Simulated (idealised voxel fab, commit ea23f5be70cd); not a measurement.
Presented below is a process module, voxel released beams.
In the cross-section labelled cut, the width is 245 nm and each square cell is 5 nm.
A cross-section is a grid of square cells, given in bands from the top down. A band is one or more rows of cells.
A band entry consists of two parts. The first gives the height of the band's top and the height of its bottom, in nm. The rest lists the band's materials from left to right, each with its width in nm. A single material labelled with the word "full width" fills the band from edge to edge, and the word "blank" marks empty space.
Height datum 0, below which the as-received substrate wafer is one material. Lowest band open at the bottom, running downward: "0 and below".
Top row gets the first number, bottom row gets the second, and each row in between changes by the same step: that is how a band width like "30->40" works.
"identical to before" after a step means that no cell of the cross-section changed.
"Entrapped void list" means: voids of 8 cells or more that are shut off from the top with no open way through. Written width x height at distance, distance from the left edge, in nm.
after a step's settings: what the simulator itself notes on the step
"overlay nm", when on a step's line for a step with a mask, measures how far to the right of its planned place the mask lay; a negative measure means to the left.

-- Steps in the process plan
- 1: RECEIVE: material Si
- 2: CONFORMAL_DEP: material Al2O3, thk nm 10
- 3: DIRECTIONAL_DEP: material SiO2, thk nm 10
- 4: DIRECTIONAL_DEP: material aC, thk nm 10
- 5: PATTERN: tone open, mask id ANCHOR, material resist, width nm 35, thk nm 25, overlay nm 0
- 6: DIRECTIONAL_ETCH: etch materials aC, depth nm 10
- 7: STRIP: etch materials resist
- 8: DIRECTIONAL_ETCH: etch materials SiO2, depth nm 10
- 9: STRIP: etch materials aC
- 10: CONFORMAL_DEP: material W, thk nm 15
- 11: DIRECTIONAL_DEP: material aC, thk nm 15
- 12: PATTERN: tone cover, mask id BEAM, material resist, width nm 105, thk nm 30, overlay nm 0
- 13: DIRECTIONAL_ETCH: etch materials aC, depth nm 15
- 14: STRIP: etch materials resist
- 15: DIRECTIONAL_ETCH: etch materials W, depth nm 15
- 16: STRIP: etch materials aC
- 17: STRIP: etch materials SiO2

-- Wafer at receipt (post step 1), cross-section
    0 and below: Si full width
    Entrapped void list: none

-- Cross-sectional view of the first of the two wafers upon completion of the module, processed in accordance with the plan
    35 down to 25: blank: 65, W: 20, blank: 5, W: 80, blank: 75
    25 down to 20: blank: 65, W: 105, blank: 75
    20 down to 10: blank: 70, W: 35, blank: 140
    10 down to 0: Al2O3 full width
    0 and below: Si full width
    Entrapped void list: none

-- Cross-sectional view of the second of two wafers upon completion of the module. This wafer shared its starting condition and process plan with the first; one error was made during its execution
    50 down to 35: blank: 65, W: 105, blank: 75
    35 down to 20: W full width
    20 down to 10: SiO2: 70, W: 35, SiO2: 140
    10 down to 0: Al2O3 full width
    0 and below: Si full width
    Entrapped void list: none
Against the plan, the run slipped here: step 10 was run twice
The second wafer ends with more or fewer cells of some materials than the first, per final count: SiO2: 84 more | W: 149 more
